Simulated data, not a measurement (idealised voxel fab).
process module | voxel self aligned vias
cross-section cut | 175 nm wide | cells 5 nm
A cross-section is a grid of square cells, given in bands from the top down. A band is one or more rows of cells.
Each band's line starts with the height of the band's top and of its bottom, in nm. Then come its materials from left to right, each with its width in nm. One material with "throughout" fills the band from edge to edge. "air" is empty space.
Height 0 is the level under which the wafer as received is all one material. The lowest band goes on downwards, as in "0 down".
A width such as "30 to 40" changes by the same amount from each row of cells to the next, from the band's top row to its bottom row.
"no change" after a step means that no cell of the cross-section changed.
closed voids: empty space of 8 cells or more with no open way to the top, each as width x height at its distance from the left edge, in nm
after a step's settings: what the simulator itself notes on the step
overlay nm, on a step with a mask: how far to the right of its planned place the mask lay; to the left if negative
plan
1 op RECEIVE | material Si
2 op CONFORMAL_DEP | material SiO2 | thk nm 15
3 op CONFORMAL_DEP | material SiCN | thk nm 5
4 op DIRECTIONAL_DEP | material lowk | thk nm 20
5 op PATTERN | tone open | mask id LINES | material resist | width nm 20 | pitch nm 70 | thk nm 15 | overlay nm 0
6 op DIRECTIONAL_ETCH | etch materials lowk | depth nm 20
7 op STRIP | etch materials resist
8 op CONFORMAL_DEP | material TiN | thk nm 5
9 op FILL_DEP | material Ru | thk nm 10
10 op CMP | height nm 40
11 op SELECTIVE_ETCH | etch materials W Ru TiN | depth nm 5
12 op FILL_DEP | material SiN | thk nm 10
13 op CMP | height nm 40
14 op DIRECTIONAL_DEP | material lowk | thk nm 20
15 op PATTERN | tone open | mask id VIAS | material resist | width nm 40 | thk nm 20 | overlay nm 0
16 op DIRECTIONAL_ETCH | etch materials lowk | depth nm 20
17 op DIRECTIONAL_ETCH | etch materials SiN | depth nm 5
18 op STRIP | etch materials resist
19 op CONFORMAL_DEP | material TiN | thk nm 5
20 op FILL_DEP | material W | thk nm 5
21 op CMP | height nm 60
22 op CONFORMAL_DEP | material SiCN | thk nm 5
as received, after step 1
  0 down: Si throughout
  closed voids: none
a wafer at the end: this start, this plan, one mistake
  65 to 60: SiCN throughout
  60 to 45: lowk 30 | TiN 5 | W 30 | TiN 5 | lowk 105
  45 to 40: lowk 30 | TiN 40 | lowk 105
  40 to 35: SiCN throughout
  35 to 15: lowk throughout
  15 to 0: SiO2 throughout
  0 down: Si throughout
  closed voids: none
what went wrong: steps 3 and 4 were swapped
